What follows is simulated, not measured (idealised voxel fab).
Process module, titled voxel spacer lines
Cross-section cut: width 240 nm, square cells of 5 nm.
Cross-section, as written here: a square-cell grid given band by band from the top down, where a band holds one or more rows of cells. Within each band entry, the heights of the top and of the bottom of the band appear first, in that order and in nm; the materials of the band then follow from left to right, each with its corresponding width in nm. The designation "throughout" on a single material indicates that it fills the band from edge to edge; the designation "blank" indicates empty space. Heights are expressed relative to 0, this being the level below which the as-received wafer comprises one material exclusively. The lowest band is unbounded in the downward direction and is denoted as in "0 -> down". Width: "30..40" (first number = top row, second number = bottom row, same change from row to row of cells). Where a step carries "remained unchanged", the cross-section came out of it unchanged, cell for cell. Look at "Sealed cavities" for the closed voids: empty spaces with no open path to the top, sized 8 cells or up. Each is width x height at distance, distance from the left edge, all nm. Formally, on a step line, whatever follows the settings is a remark that the simulator itself makes on the step. Steps that use a mask can have "overlay nm" on their line. It says how far the mask sat to the right of where it was meant to be. Negative means to the left.

**The steps planned for the process are as follows**
1) RECEIVE,material Si
2) CONFORMAL_DEP,material Al2O3,thk nm 5
3) DIRECTIONAL_DEP,material SiN,thk nm 15
4) DIRECTIONAL_DEP,material aC,thk nm 30
5) PATTERN,tone cover,mask id MANDREL,material resist,width nm 15,pitch nm 60,thk nm 40,overlay nm 0
6) DIRECTIONAL_ETCH,etch materials aC,depth nm 30
7) STRIP,etch materials resist
8) CONFORMAL_DEP,material SiO2,thk nm 15
9) DIRECTIONAL_ETCH,etch materials SiO2,depth nm 15
10) STRIP,etch materials aC
11) DIRECTIONAL_ETCH,etch materials SiN,depth nm 15
12) STRIP,etch materials SiO2

**Cross-section, incoming material, after step 1**
> 0 -> down: Si throughout
> Sealed cavities: none

**Cross-section, end of module. Start: as above. Plan: as above. Execution: one mistake**
> 20 -> 5: blank 35 nm / SiN 15 nm / blank 20 nm / SiN 15 nm / blank 10 nm / SiN 15 nm / blank 20 nm / SiN 15 nm / blank 10 nm / SiN 15 nm / blank 20 nm / SiN 15 nm / blank 35 nm
> 5 -> 0: Al2O3 throughout
> 0 -> down: Si throughout
> Sealed cavities: none
what went wrong: step 5 ran as: PATTERN,tone cover,mask id MANDREL,material resist,width nm 20,pitch nm 60,thk nm 40,overlay nm 0
